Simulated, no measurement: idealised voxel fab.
Process module heading - voxel capacitor over wiring
260 nm wide, 5 nm square cells: that's cross-section cut.
A cross-section in this document is a grid of square cells, and it is written down as bands, the top band listed before the ones below it; a band is made up of one or more rows of cells.
Per band: top height and bottom height in nm, followed by the left-to-right materials and their widths in nm; "everywhere" marks a single material spanning edge to edge, "empty" marks empty space.
Basically, 0 is our baseline, since under it the wafer straight out of the box is all one material. The bottom band has no lower end and keeps on going down, so it looks like "z 0 and below".
Top row gets the first number, bottom row gets the second, and each row in between changes by the same step: that is how a band width like "30->40" works.
"nothing was modified", as given for a step, is the statement that not any cell of the cross-section underwent a change during that step.
Entry "Enclosed internal cavities" = empty spaces >= 8 cells with no open way to the top; each as width x height at distance, distance from left edge, all nm.
Where a step's line continues beyond its settings, the continuation is a remark by the simulator itself on that step.
Steps that use a mask can have "overlay nm" on their line. It says how far the mask sat to the right of where it was meant to be. Negative means to the left.
This section lists the process steps that were planned
- 1: RECEIVE,material Si
- 2: CONFORMAL_DEP,material SiO2,thk nm 10
- 3: DIRECTIONAL_DEP,material TiN,thk nm 5
- 4: DIRECTIONAL_DEP,material W,thk nm 20
- 5: DIRECTIONAL_DEP,material aC,thk nm 15
- 6: PATTERN,tone cover,mask id METAL_1,material resist,width nm 25,pitch nm 90,thk nm 35,overlay nm 0
- 7: DIRECTIONAL_ETCH,etch materials aC,depth nm 15
- 8: STRIP,etch materials resist
- 9: DIRECTIONAL_ETCH,etch materials W,depth nm 20
- 10: DIRECTIONAL_ETCH,etch materials TiN,depth nm 5
- 11: STRIP,etch materials aC
- 12: FILL_DEP,material lowk,thk nm 5
- 13: CMP,height nm 35
- 14: CONFORMAL_DEP,material SiCN,thk nm 5
- 15: DIRECTIONAL_DEP,material lowk,thk nm 10
- 16: MASKED_ETCH,tone open,mask id PLUG_1,width nm 15,etch materials lowk,depth nm 10,overlay nm 0
- 17: MASKED_ETCH,tone open,mask id PLUG_1,width nm 15,etch materials SiCN,depth nm 5,overlay nm 0
- 18: EPI,material Ru,thk nm 10
- 19: EPI,material Ru,thk nm 5
- 20: DIRECTIONAL_DEP,material TiN,thk nm 10
- 21: DIRECTIONAL_DEP,material Al2O3,thk nm 5
- 22: DIRECTIONAL_DEP,material TiN,thk nm 10
- 23: PATTERN,tone cover,mask id UPPER_PLATE,material resist,width nm 70,thk nm 20,overlay nm 0
- 24: DIRECTIONAL_ETCH,etch materials TiN,depth nm 10
- 25: DIRECTIONAL_ETCH,etch materials Al2O3,depth nm 5
- 26: STRIP,etch materials resist
- 27: PATTERN,tone cover,mask id LOWER_PLATE,material resist,width nm 80,thk nm 15,overlay nm 0
- 28: DIRECTIONAL_ETCH,etch materials TiN,depth nm 10
- 29: STRIP,etch materials resist
- 30: FILL_DEP,material SiO2,thk nm 20
- 31: CMP,height nm 90
- 32: PATTERN,tone open,mask id PLUG_2,material resist,width nm 15,thk nm 15,overlay nm 0
- 33: DIRECTIONAL_ETCH,etch materials SiO2,depth nm 15
- 34: STRIP,etch materials resist
- 35: CONFORMAL_DEP,material TiN,thk nm 5
- 36: FILL_DEP,material W,thk nm 5
- 37: CMP,height nm 90
- 38: CONFORMAL_DEP,material SiCN,thk nm 5
Step 1 complete: cross-section of the wafer as received
	z 0 and below = Si everywhere
	Enclosed internal cavities: none
Cross-sectional view of the first of the two wafers upon completion of the module, processed in accordance with the plan
	z 95 to 90 = SiCN everywhere
	z 90 to 80 = 90 nm SiO2, then 5 nm TiN, then 5 nm W, then 5 nm TiN, then 155 nm SiO2
	z 80 to 75 = 90 nm SiO2, then 15 nm TiN, then 155 nm SiO2
	z 75 to 65 = 80 nm SiO2, then 70 nm TiN, then 110 nm SiO2
	z 65 to 60 = 80 nm SiO2, then 70 nm Al2O3, then 110 nm SiO2
	z 60 to 50 = 75 nm SiO2, then 80 nm TiN, then 105 nm SiO2
	z 50 to 40 = 80 nm lowk, then 15 nm Ru, then 165 nm lowk
	z 40 to 35 = 80 nm SiCN, then 15 nm Ru, then 165 nm SiCN
	z 35 to 15 = 70 nm lowk, then 25 nm W, then 65 nm lowk, then 25 nm W, then 75 nm lowk
	z 15 to 10 = 70 nm lowk, then 25 nm TiN, then 65 nm lowk, then 25 nm TiN, then 75 nm lowk
	z 10 to 0 = SiO2 everywhere
	z 0 and below = Si everywhere
	Enclosed internal cavities: none
Cross-section, wafer two of two, end of module: same start and plan as wafer one, one error in execution
	z 95 to 90 = SiCN everywhere
	z 90 to 80 = 90 nm SiO2, then 5 nm TiN, then 5 nm W, then 5 nm TiN, then 155 nm SiO2
	z 80 to 75 = 90 nm SiO2, then 15 nm TiN, then 155 nm SiO2
	z 75 to 65 = 85 nm SiO2, then 60 nm TiN, then 115 nm SiO2
	z 65 to 60 = 85 nm SiO2, then 60 nm Al2O3, then 115 nm SiO2
	z 60 to 50 = 75 nm SiO2, then 80 nm TiN, then 105 nm SiO2
	z 50 to 40 = 80 nm lowk, then 15 nm Ru, then 165 nm lowk
	z 40 to 35 = 80 nm SiCN, then 15 nm Ru, then 165 nm SiCN
	z 35 to 15 = 70 nm lowk, then 25 nm W, then 65 nm lowk, then 25 nm W, then 75 nm lowk
	z 15 to 10 = 70 nm lowk, then 25 nm TiN, then 65 nm lowk, then 25 nm TiN, then 75 nm lowk
	z 10 to 0 = SiO2 everywhere
	z 0 and below = Si everywhere
	Enclosed internal cavities: none
The mistake made against the process plan was this: step 23, actual vs plan mismatch, actual run PATTERN,tone cover,mask id UPPER_PLATE,material resist,width nm 60,thk nm 20,overlay nm 0
Bottom line after processing is that, in cells, the second wafer is up or down on some materials versus the first: -2 Al2O3; +6 SiO2; -4 TiN
